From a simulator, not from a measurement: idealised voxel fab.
This is a process module. Its name is voxel capacitor over wiring.
Cross-section cut spans 275 nm and uses square cells 5 nm in size.
When this document writes out a cross-section, it uses a grid of square cells and lists it as bands, beginning at the top and moving down, with a band standing for one or more rows of cells.
Quick guide to a band line: top height, bottom height (nm) up front; then every material left to right with its width in nm. Only one material and it's marked "full width"? Then it fills the band edge to edge. And "air" just means empty space.
Below 0: as-received wafer, all one material; heights counted from there. Lowest band: no bottom, goes on down, written "0..down".
Think of "30->40" as a width that walks from the first number to the second as you go down the band, top row to bottom row, taking equal-sized steps from row to row.
When a step is marked "remained unchanged", none of the cells in the cross-section changed during that step.
"Sealed-off cavities": sealed empty spaces, 8 cells or more, no open way to top, listed width x height at distance, with distance from the left edge and width, height and distance in nm.
Formally, on a step line, whatever follows the settings is a remark that the simulator itself makes on the step.
"overlay nm" answers the question of how far to the right of plan the mask lay on a step that has a mask, and when it is negative the answer is to the left.
SO HERE'S THE LINEUP OF PROCESS STEPS WE PLANNED
1,RECEIVE, material Si
2,CONFORMAL_DEP, material SiO2, thk nm 10
3,DIRECTIONAL_DEP, material TiN, thk nm 5
4,DIRECTIONAL_DEP, material W, thk nm 15
5,DIRECTIONAL_DEP, material aC, thk nm 15
6,PATTERN, tone cover, mask id METAL_1, material resist, width nm 25, pitch nm 80, thk nm 35, overlay nm 0
7,DIRECTIONAL_ETCH, etch materials aC, depth nm 15
8,STRIP, etch materials resist
9,DIRECTIONAL_ETCH, etch materials W, depth nm 15
10,DIRECTIONAL_ETCH, etch materials TiN, depth nm 5
11,STRIP, etch materials aC
12,CONFORMAL_DEP, material SiCN, thk nm 5
13,FILL_DEP, material SiO2, thk nm 10
14,CMP, height nm 30
15,CONFORMAL_DEP, material SiCN, thk nm 5
16,DIRECTIONAL_DEP, material SiO2, thk nm 10
17,MASKED_ETCH, tone open, mask id PLUG_1, width nm 15, etch materials SiO2, depth nm 10, overlay nm 0
18,MASKED_ETCH, tone open, mask id PLUG_1, width nm 15, etch materials SiCN, depth nm 5, overlay nm 0
19,EPI, material Ru, thk nm 10
20,EPI, material Ru, thk nm 5
21,DIRECTIONAL_DEP, material TiN, thk nm 10
22,DIRECTIONAL_DEP, material HfO2, thk nm 5
23,DIRECTIONAL_DEP, material TiN, thk nm 5
24,DIRECTIONAL_DEP, material aC, thk nm 15
25,PATTERN, tone cover, mask id UPPER_PLATE, material resist, width nm 60, thk nm 30, overlay nm 0
26,DIRECTIONAL_ETCH, etch materials aC, depth nm 15
27,STRIP, etch materials resist
28,DIRECTIONAL_ETCH, etch materials TiN, depth nm 5
29,DIRECTIONAL_ETCH, etch materials HfO2, depth nm 5
30,STRIP, etch materials aC
31,MASKED_ETCH, tone cover, mask id LOWER_PLATE, width nm 70, etch materials TiN, depth nm 10, overlay nm 0
32,FILL_DEP, material SiO2, thk nm 20
33,CMP, height nm 80
34,DIRECTIONAL_DEP, material aC, thk nm 10
35,PATTERN, tone open, mask id PLUG_2, material resist, width nm 15, thk nm 30, overlay nm 0
36,DIRECTIONAL_ETCH, etch materials aC, depth nm 10
37,STRIP, etch materials resist
38,DIRECTIONAL_ETCH, etch materials SiO2, depth nm 15
39,STRIP, etch materials aC
40,CONFORMAL_DEP, material TiN, thk nm 5
41,FILL_DEP, material W, thk nm 5
42,CMP, height nm 80
43,CONFORMAL_DEP, material SiCN, thk nm 5
CROSS-SECTION OF THE INCOMING WAFER, STATE AFTER STEP 1
  0..down | Si full width
  Sealed-off cavities: none
THE PLAN ABOVE WAS CARRIED OUT ON THE STARTING STRUCTURE ABOVE WITH ONE MISTAKE, AND THIS CROSS-SECTION SHOWS THE WAFER AT THE END OF THE MODULE
  85..80 | SiCN full width
  80..70 | 105 of SiO2 | 5 of TiN | 5 of W | 5 of TiN | 155 of SiO2
  70..65 | 105 of SiO2 | 15 of TiN | 155 of SiO2
  65..60 | 95 of SiO2 | 60 of HfO2 | 120 of SiO2
  60..50 | 90 of SiO2 | 70 of TiN | 115 of SiO2
  50..45 | TiN full width
  45..35 | 95 of SiO2 | 15 of Ru | 165 of SiO2
  35..30 | 95 of SiCN | 15 of Ru | 165 of SiCN
  30..15 | 80 of SiO2 | 5 of SiCN | 25 of W | 5 of SiCN | 45 of SiO2 | 5 of SiCN | 25 of W | 5 of SiCN | 80 of SiO2
  15..10 | 85 of SiCN | 25 of TiN | 55 of SiCN | 25 of TiN | 85 of SiCN
  10..0 | SiO2 full width
  0..down | Si full width
  Sealed-off cavities: none
So what did we get wrong on this run? steps 22 and 23 were swapped
